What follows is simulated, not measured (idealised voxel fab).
The following process module bears the name voxel spacer lines.
Square cell edge 5 nm, section width 150 nm, ID cut.
If you're reading a cross-section in this doc, picture square cells in a grid; it comes to you as bands, top ones listed first down to the bottom, and a band can be one or more rows of cells.
A band entry consists of two parts. The first gives the height of the band's top and the height of its bottom, in nm. The rest lists the band's materials from left to right, each with its width in nm. A single material labelled with the word "edge to edge" fills the band from edge to edge, and the word "blank" marks empty space.
Heights are measured from 0, the level below which the as-received wafer is all one material; the lowest band has no bottom and continues downward, written as in "0 and below".
The expression "30->40" gives the width at the extremes of the band, the first number at its top row of cells and the second at its bottom row, with the width changing by equal amounts from each row to the next in between.
Take "no alterations made" at face value: in the step it is given for, the cross-section changed in none of its cells.
The label "Closed void register" introduces a list of the empty spaces, 8 cells or larger, that have no open way up to the top; each entry in it reads width x height at distance, where the distance is taken from the left edge and all three are stated in nm.
Read whatever lies past the settings on a step's line as the simulator's own remark about the step.
If you see "overlay nm" on a step's line and that step has a mask, it's telling you how far right of where it was planned the mask ended up; a negative number means it went left instead.

Listed below are the process steps as planned:
- 1: RECEIVE with material Si
- 2: CONFORMAL_DEP with material Al2O3, thk nm 5
- 3: DIRECTIONAL_DEP with material SiN, thk nm 20
- 4: DIRECTIONAL_DEP with material aC, thk nm 20
- 5: PATTERN with tone cover, mask id MANDREL, material resist, width nm 25, pitch nm 80, thk nm 30, overlay nm 0
- 6: DIRECTIONAL_ETCH with etch materials aC, depth nm 20
- 7: STRIP with etch materials resist
- 8: CONFORMAL_DEP with material SiO2, thk nm 15
- 9: DIRECTIONAL_ETCH with etch materials SiO2, depth nm 15
- 10: STRIP with etch materials aC
- 11: DIRECTIONAL_ETCH with etch materials SiN, depth nm 20
- 12: STRIP with etch materials SiO2

As received (post step 1): cross-section:
> 0 and below: Si edge to edge
> Closed void register: none

Wafer at module end, in section. Began as above, planned as above, run with one mistake:
> 25 down to 20: Al2O3 edge to edge
> 20 down to 0: SiN edge to edge
> 0 and below: Si edge to edge
> Closed void register: none
Where did the run depart from the plan? plan vs actual: 2 and 3 interchanged
